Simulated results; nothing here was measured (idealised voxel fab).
The document below concerns the process module designated voxel self aligned vias.
Cross-section cut spans 285 nm and uses square cells 5 nm in size.
A cross-section is written here as square cells arranged in a grid, and it is given in bands from the top down, each band taking up one or more rows of cells.
Quick guide to a band line: top height, bottom height (nm) up front; then every material left to right with its width in nm. Only one material and it's marked "everywhere"? Then it fills the band edge to edge. And "air" just means empty space.
Height is counted from the level 0, under which the received wafer is composed throughout of one material. The lowest of the bands is not closed at the bottom but continues downward, in the notation "0..down".
It should be noted that a width expressed as "30 to 40" varies in equal increments from row to row of cells within the band, taking the value of the first number at the top row and that of the second number at the bottom row.
No cell of the cross-section changed in a step that is given as "remained unchanged".
So "Enclosed internal voids" is basically the list of trapped voids: any empty space of 8 cells or more that can't reach the top through an opening. They're written width x height at distance, the distance being from the left edge, and it's all nm.
Text after the settings on a step's line: the simulator's own remark on that step.
Each step line may optionally specify "overlay nm", which for a step with a mask gives the rightward distance between the mask's planned place and where it lay, a negative value indicating the leftward direction.

[The process steps that were planned are listed below]
step 1: RECEIVE (material Si)
step 2: CONFORMAL_DEP (material SiO2; thk nm 15)
step 3: CONFORMAL_DEP (material SiCN; thk nm 5)
step 4: DIRECTIONAL_DEP (material SiO2; thk nm 20)
step 5: PATTERN (tone open; mask id LINES; material resist; width nm 20; pitch nm 45; thk nm 15; overlay nm 0)
step 6: DIRECTIONAL_ETCH (etch materials SiO2; depth nm 20)
step 7: STRIP (etch materials resist)
step 8: CONFORMAL_DEP (material TiN; thk nm 5)
step 9: FILL_DEP (material W; thk nm 5)
step 10: CMP (height nm 40)
step 11: SELECTIVE_ETCH (etch materials W Ru TiN; depth nm 5)
step 12: FILL_DEP (material SiN; thk nm 10)
step 13: CMP (height nm 40)
step 14: DIRECTIONAL_DEP (material SiO2; thk nm 15)
step 15: DIRECTIONAL_DEP (material aC; thk nm 15)
step 16: PATTERN (tone open; mask id VIAS; material resist; width nm 30; thk nm 30; overlay nm 0)
step 17: DIRECTIONAL_ETCH (etch materials aC; depth nm 15)
step 18: STRIP (etch materials resist)
step 19: DIRECTIONAL_ETCH (etch materials SiO2; depth nm 15)
step 20: DIRECTIONAL_ETCH (etch materials SiN; depth nm 5)
step 21: STRIP (etch materials aC)
step 22: CONFORMAL_DEP (material TiN; thk nm 5)
step 23: FILL_DEP (material W; thk nm 5)
step 24: CMP (height nm 55)
step 25: CONFORMAL_DEP (material SiN; thk nm 5)

[Cross-section of the wafer at receipt, which is the condition after step 1]
0..down = Si everywhere
Enclosed internal voids: none

[Cross-section at module end, one run error; start and plan unchanged from above]
60..55 = SiN everywhere
55..45 = 110 of SiO2, then 5 of TiN, then 20 of W, then 5 of TiN, then 145 of SiO2
45..40 = 110 of SiO2, then 5 of TiN, then 10 of W, then 15 of TiN, then 145 of SiO2
40..35 = 110 of SiO2, then 20 of TiN, then 25 of SiO2, then 20 of SiN, then 110 of SiO2
35..25 = 110 of SiO2, then 5 of TiN, then 10 of W, then 5 of TiN, then 25 of SiO2, then 5 of TiN, then 10 of W, then 5 of TiN, then 110 of SiO2
25..20 = 110 of SiO2, then 20 of TiN, then 25 of SiO2, then 20 of TiN, then 110 of SiO2
20..15 = SiCN everywhere
15..0 = SiO2 everywhere
0..down = Si everywhere
Enclosed internal voids: none
Deviation from plan: step 16 was not run as planned; what actually ran was PATTERN (tone open; mask id VIAS; material resist; width nm 30; thk nm 30; overlay nm 5)
